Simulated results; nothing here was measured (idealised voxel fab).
Process module, titled voxel self aligned contacts
The cross-section shown here is cut; it is 270 nm wide and divided into square cells measuring 5 nm on a side.
Just so we're on the same page, the cross-sections are grids of square cells, and they're listed out in bands top to bottom, each band one or more rows deep.
Per band: top height and bottom height in nm, followed by the left-to-right materials and their widths in nm; "throughout" marks a single material spanning edge to edge, "blank" marks empty space.
Heights are reckoned from 0. Under this level, the received wafer is all of one material. The bottommost band is open-ended downward, for example "0..down".
Width "30..40": first value at the band's top row of cells, second value at its bottom row, equal change from row to row.
"same as before" means the step left every cell of the cross-section as it was.
"Entrapped void list" lists enclosed empty spaces (at least 8 cells, no open path upward to the top), each as width x height at distance from the left edge, in nm.
Heads up: the bit after the settings on a step's line is the simulator's remark on that step.
"overlay nm" denotes, for a step that has a mask, the displacement of the mask to the right of its planned place, with negative values corresponding to the left.
### The following list gives the planned process steps
- 1: RECEIVE, material Si
- 2: OXIDIZE, depth nm 5
- 3: DIRECTIONAL_DEP, material polySi, thk nm 20
- 4: DIRECTIONAL_DEP, material SiN, thk nm 20
- 5: MASKED_ETCH, tone cover, mask id GATE, width nm 25, pitch nm 60, etch materials SiN, depth nm 20, overlay nm 0
- 6: MASKED_ETCH, tone cover, mask id GATE, width nm 25, pitch nm 60, etch materials polySi, depth nm 20, overlay nm 0
- 7: CONFORMAL_DEP, material SiN, thk nm 5
- 8: DIRECTIONAL_ETCH, etch materials SiN, depth nm 5
- 9: FILL_DEP, material SiO2, thk nm 10
- 10: CMP, height nm 45
- 11: PATTERN, tone open, mask id CONTACT, material resist, width nm 45, thk nm 15, overlay nm 0
- 12: DIRECTIONAL_ETCH, etch materials SiO2, depth nm 50
- 13: STRIP, etch materials resist
- 14: CONFORMAL_DEP, material TiN, thk nm 5
- 15: FILL_DEP, material W, thk nm 5
- 16: CMP, height nm 45
- 17: CONFORMAL_DEP, material SiCN, thk nm 5
### Cross-section of the incoming wafer, state after step 1
0..down  Si throughout
Entrapped void list: none
### Cross-sectional result after module completion. Note: starting condition and plan are unchanged from above; one processing mistake was made
50..45  SiCN throughout
45..30  85 of SiO2, then 35 of SiN, then 5 of TiN, then 15 of W, then 5 of TiN, then 35 of SiN, then 90 of SiO2
30..15  85 of SiO2, then 5 of SiN, then 25 of polySi, then 5 of SiN, then 5 of TiN, then 15 of W, then 5 of TiN, then 5 of SiN, then 25 of polySi, then 5 of SiN, then 90 of SiO2
15..10  85 of SiO2, then 5 of SiN, then 25 of polySi, then 5 of SiN, then 25 of TiN, then 5 of SiN, then 25 of polySi, then 5 of SiN, then 90 of SiO2
10..0  polySi throughout
0..-5  SiO2 throughout
-5..down  Si throughout
Entrapped void list: none
What broke from the plan during processing? step 3 ran with different settings than intended, the actual operation and settings being DIRECTIONAL_DEP, material polySi, thk nm 30
